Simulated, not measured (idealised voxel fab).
Herein follows the process module entitled voxel air gaps.
Xsec cut, 215 nm wide, square cell size 5 nm.
Cross-section = grid of square cells, listed top down in bands; band = one or more rows.
Within each band entry, the heights of the top and of the bottom of the band appear first, in that order and in nm; the materials of the band then follow from left to right, each with its corresponding width in nm. The designation "full width" on a single material indicates that it fills the band from edge to edge; the designation "empty" indicates empty space.
The reference from which all heights are counted is 0, the level beneath which the as-received wafer is entirely one material; the lowest band, having no lower bound, proceeds downward and is written after the example "0 and below".
When a width is written as two numbers, as in "30..40", the first number is the width in the top row of cells of the band and the second is the width in its bottom row, and the width changes by the same amount from each row to the next.
No cell of the cross-section changed in a step that is given as "nothing different".
What "Sealed void list" gives you is every empty space of 8 cells or more that is cut off from the top. Each appears as width x height at distance, with the distance taken from the left edge and width, height and distance all in nm.
Formally, on a step line, whatever follows the settings is a remark that the simulator itself makes on the step.
overlay nm: right-of-plan distance of the mask on a masked step; negative values mean left-of-plan.
[The following list gives the planned process steps]
- 1: RECEIVE (material Si)
- 2: CONFORMAL_DEP (material SiO2; thk nm 10)
- 3: CONFORMAL_DEP (material SiCN; thk nm 5)
- 4: DIRECTIONAL_DEP (material lowk; thk nm 35)
- 5: MASKED_ETCH (tone open; mask id LINES; width nm 20; pitch nm 50; etch materials lowk; depth nm 35; overlay nm 0)
- 6: CONFORMAL_DEP (material TiN; thk nm 5)
- 7: FILL_DEP (material Ru; thk nm 10)
- 8: CMP (height nm 50)
- 9: EPI (material Ru; thk nm 10)
- 10: SELECTIVE_ETCH (etch materials lowk; depth nm 45)
- 11: CONFORMAL_DEP (material SiCN; thk nm 5)
[Delivered wafer in cross-section: state after step 1]
0 and below: Si full width
Sealed void list: none
[Module complete, cross-section. Starting point and plan per above. One mistake made in running the module]
80 down to 75: SiCN full width
75 down to 55: Ru full width
55 down to 50: 25 of TiN, then 10 of Ru, then 40 of TiN, then 10 of Ru, then 40 of TiN, then 10 of Ru, then 40 of TiN, then 10 of Ru, then 30 of TiN
50 down to 20: 20 of lowk, then 5 of TiN, then 10 of Ru, then 5 of TiN, then 30 of lowk, then 5 of TiN, then 10 of Ru, then 5 of TiN, then 30 of lowk, then 5 of TiN, then 10 of Ru, then 5 of TiN, then 30 of lowk, then 5 of TiN, then 10 of Ru, then 5 of TiN, then 25 of lowk
20 down to 15: 20 of lowk, then 20 of TiN, then 30 of lowk, then 20 of TiN, then 30 of lowk, then 20 of TiN, then 30 of lowk, then 20 of TiN, then 25 of lowk
15 down to 10: SiCN full width
10 down to 0: SiO2 full width
0 and below: Si full width
Sealed void list: none
Deviation noted in wafer processing: yeah, step 8 of the plan got skipped, never ran
